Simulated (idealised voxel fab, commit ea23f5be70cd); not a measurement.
A process module follows: voxel transistor to metal.
Section shown: cut. Width: 260 nm. Cell size: 5 nm, square.
Heads up, the way a cross-section reads in here is a grid of square cells, handed over as bands from the top down, with every band being one or more rows of cells.
This entry defines a band. It first specifies the height of the band's top and the height of its bottom in nm, and then specifies the band's materials from left to right, stating each material with its width in nm. The word "full width" identifies a single material that fills the band from edge to edge, while the word "air" identifies empty space.
Heights are measured from 0, the level below which the as-received wafer is all one material; the lowest band has no bottom and continues downward, written as in "z 0 and below".
Per-row width for "30->40": begins at first number (top row of band), ends at second number (bottom row), increment between rows held constant.
Reading "no alterations made" for a step: not a cell of the cross-section changed in it.
What "closed voids" gives you is every empty space of 8 cells or more that is cut off from the top. Each appears as width x height at distance, with the distance taken from the left edge and width, height and distance all in nm.
That trailing text on a step's line, after the settings, is the simulator's own remark on the step.
The setting "overlay nm" may be written on the line of a step. When the step uses a mask, the value reports how far to the right of the planned place the mask lay, and a negative value reports that it lay to the left.
**List of planned process steps**
step 1: RECEIVE, material Si
step 2: OXIDIZE, depth nm 5
step 3: CONFORMAL_DEP, material SiN, thk nm 15
step 4: PATTERN, tone cover, mask id ACTIVE, material resist, width nm 95, pitch nm 125, thk nm 15, overlay nm 0
step 5: DIRECTIONAL_ETCH, etch materials SiN, depth nm 15
step 6: DIRECTIONAL_ETCH, etch materials SiO2, depth nm 5
step 7: DIRECTIONAL_ETCH, etch materials Si, depth nm 30
step 8: STRIP, etch materials resist
step 9: OXIDIZE, depth nm 5
step 10: FILL_DEP, material SiO2, thk nm 10
step 11: CMP, height nm 15
step 12: SELECTIVE_ETCH, etch materials SiO2, depth nm 10
step 13: STRIP, etch materials SiN
step 14: SELECTIVE_ETCH, etch materials SiO2, depth nm 5
step 15: OXIDIZE, depth nm 5
step 16: DIRECTIONAL_DEP, material polySi, thk nm 25
step 17: DIRECTIONAL_DEP, material SiCN, thk nm 15
step 18: MASKED_ETCH, tone cover, mask id GATE, width nm 25, pitch nm 125, etch materials SiCN, depth nm 25, overlay nm 0
step 19: MASKED_ETCH, tone cover, mask id GATE, width nm 25, pitch nm 125, etch materials polySi, depth nm 35, overlay nm 0
step 20: CONFORMAL_DEP, material SiN, thk nm 5
step 21: DIRECTIONAL_ETCH, etch materials SiN, depth nm 5
step 22: DIRECTIONAL_ETCH, etch materials SiO2, depth nm 5
step 23: DIRECTIONAL_ETCH, etch materials Si, depth nm 15
step 24: EPI, material SiGe, thk nm 15
step 25: FILL_DEP, material SiO2, thk nm 5
step 26: CMP, height nm 35
step 27: DIRECTIONAL_DEP, material SiO2, thk nm 15
step 28: MASKED_ETCH, tone open, mask id CONTACT, width nm 25, etch materials SiO2, depth nm 60, overlay nm 0
step 29: CONFORMAL_DEP, material TiN, thk nm 5
step 30: FILL_DEP, material W, thk nm 5
step 31: CMP, height nm 50
step 32: CONFORMAL_DEP, material SiN, thk nm 5
step 33: DIRECTIONAL_DEP, material SiO2, thk nm 15
step 34: DIRECTIONAL_DEP, material aC, thk nm 15
step 35: PATTERN, tone open, mask id METAL_1, material resist, width nm 15, thk nm 30, overlay nm 0
step 36: DIRECTIONAL_ETCH, etch materials aC, depth nm 15
step 37: STRIP, etch materials resist
step 38: DIRECTIONAL_ETCH, etch materials SiO2, depth nm 15
step 39: DIRECTIONAL_ETCH, etch materials SiN, depth nm 5
step 40: STRIP, etch materials aC
step 41: CONFORMAL_DEP, material TiN, thk nm 5
step 42: FILL_DEP, material Cu, thk nm 10
step 43: CMP, height nm 70
step 44: CONFORMAL_DEP, material SiN, thk nm 5
**Cross-section of the wafer upon arrival, representing the state reached after step 1**
    z 0 and below = Si full width
    closed voids: none
**Final cross-section, module run with one mistake (start and plan as above)**
    z 75 to 70 = SiN full width
    z 70 to 55 = SiO2 25 nm; TiN 5 nm; Cu 5 nm; TiN 5 nm; SiO2 55 nm; TiN 5 nm; Cu 5 nm; TiN 5 nm; SiO2 40 nm; TiN 5 nm; Cu 5 nm; TiN 5 nm; SiO2 55 nm; TiN 5 nm; Cu 5 nm; TiN 5 nm; SiO2 25 nm
    z 55 to 50 = SiN 25 nm; TiN 15 nm; SiN 55 nm; TiN 15 nm; SiN 40 nm; TiN 15 nm; SiN 55 nm; TiN 15 nm; SiN 25 nm
    z 50 to 35 = SiO2 25 nm; TiN 5 nm; W 15 nm; TiN 5 nm; SiO2 35 nm; TiN 5 nm; W 15 nm; TiN 5 nm; SiO2 40 nm; TiN 5 nm; W 15 nm; TiN 5 nm; SiO2 35 nm; TiN 5 nm; W 15 nm; TiN 5 nm; SiO2 25 nm
    z 35 to 20 = SiO2 25 nm; TiN 5 nm; W 15 nm; TiN 5 nm; SiN 5 nm; SiCN 25 nm; SiN 5 nm; TiN 5 nm; W 15 nm; TiN 5 nm; SiO2 40 nm; TiN 5 nm; W 15 nm; TiN 5 nm; SiN 5 nm; SiCN 25 nm; SiN 5 nm; TiN 5 nm; W 15 nm; TiN 5 nm; SiO2 25 nm
    z 20 to 10 = SiO2 25 nm; TiN 5 nm; W 15 nm; TiN 5 nm; SiN 5 nm; polySi 25 nm; SiN 5 nm; TiN 5 nm; W 15 nm; TiN 5 nm; SiO2 40 nm; TiN 5 nm; W 15 nm; TiN 5 nm; SiN 5 nm; polySi 25 nm; SiN 5 nm; TiN 5 nm; W 15 nm; TiN 5 nm; SiO2 25 nm
    z 10 to 5 = SiO2 25 nm; TiN 25 nm; SiN 5 nm; polySi 25 nm; SiN 5 nm; TiN 25 nm; SiO2 40 nm; TiN 25 nm; SiN 5 nm; polySi 25 nm; SiN 5 nm; TiN 25 nm; SiO2 25 nm
    z 5 to 0 = SiO2 25 nm; TiN 10 nm; SiGe 15 nm; SiN 5 nm; polySi 25 nm; SiN 5 nm; SiGe 15 nm; TiN 10 nm; SiO2 40 nm; TiN 10 nm; SiGe 15 nm; SiN 5 nm; polySi 25 nm; SiN 5 nm; SiGe 15 nm; TiN 10 nm; SiO2 25 nm
    z 0 to -5 = SiO2 5 nm; SiN 5 nm; SiO2 15 nm; TiN 10 nm; SiGe 15 nm; SiN 5 nm; polySi 25 nm; SiN 5 nm; SiGe 15 nm; TiN 10 nm; SiO2 40 nm; TiN 10 nm; SiGe 15 nm; SiN 5 nm; polySi 25 nm; SiN 5 nm; SiGe 15 nm; TiN 10 nm; SiO2 15 nm; SiN 5 nm; SiO2 5 nm
    z -5 to -10 = SiO2 5 nm; SiN 5 nm; SiO2 10 nm; SiN 5 nm; SiGe 25 nm; SiO2 35 nm; SiGe 25 nm; SiN 5 nm; SiO2 30 nm; SiN 5 nm; SiGe 25 nm; SiO2 35 nm; SiGe 25 nm; SiN 5 nm; SiO2 10 nm; SiN 5 nm; SiO2 5 nm
    z -10 to -15 = SiO2 5 nm; SiN 5 nm; SiO2 10 nm; SiN 5 nm; SiO2 5 nm; SiGe 20 nm; Si 35 nm; SiGe 20 nm; SiO2 5 nm; SiN 5 nm; SiO2 30 nm; SiN 5 nm; SiO2 5 nm; SiGe 20 nm; Si 35 nm; SiGe 20 nm; SiO2 5 nm; SiN 5 nm; SiO2 10 nm; SiN 5 nm; SiO2 5 nm
    z -15 to -20 = SiO2 30 nm; SiGe 20 nm; Si 35 nm; SiGe 20 nm; SiO2 50 nm; SiGe 20 nm; Si 35 nm; SiGe 20 nm; SiO2 30 nm
    z -20 to -25 = SiO2 25 nm; Si 5 nm; SiGe 20 nm; Si 35 nm; SiGe 20 nm; Si 5 nm; SiO2 40 nm; Si 5 nm; SiGe 20 nm; Si 35 nm; SiGe 20 nm; Si 5 nm; SiO2 25 nm
    z -25 to -40 = SiO2 25 nm; Si 85 nm; SiO2 40 nm; Si 85 nm; SiO2 25 nm
    z -40 and below = Si full width
    closed voids: none
Short version of what went wrong: the executed order of steps 12 and 13 is the reverse of that specified in the plan, each step having taken the other's position
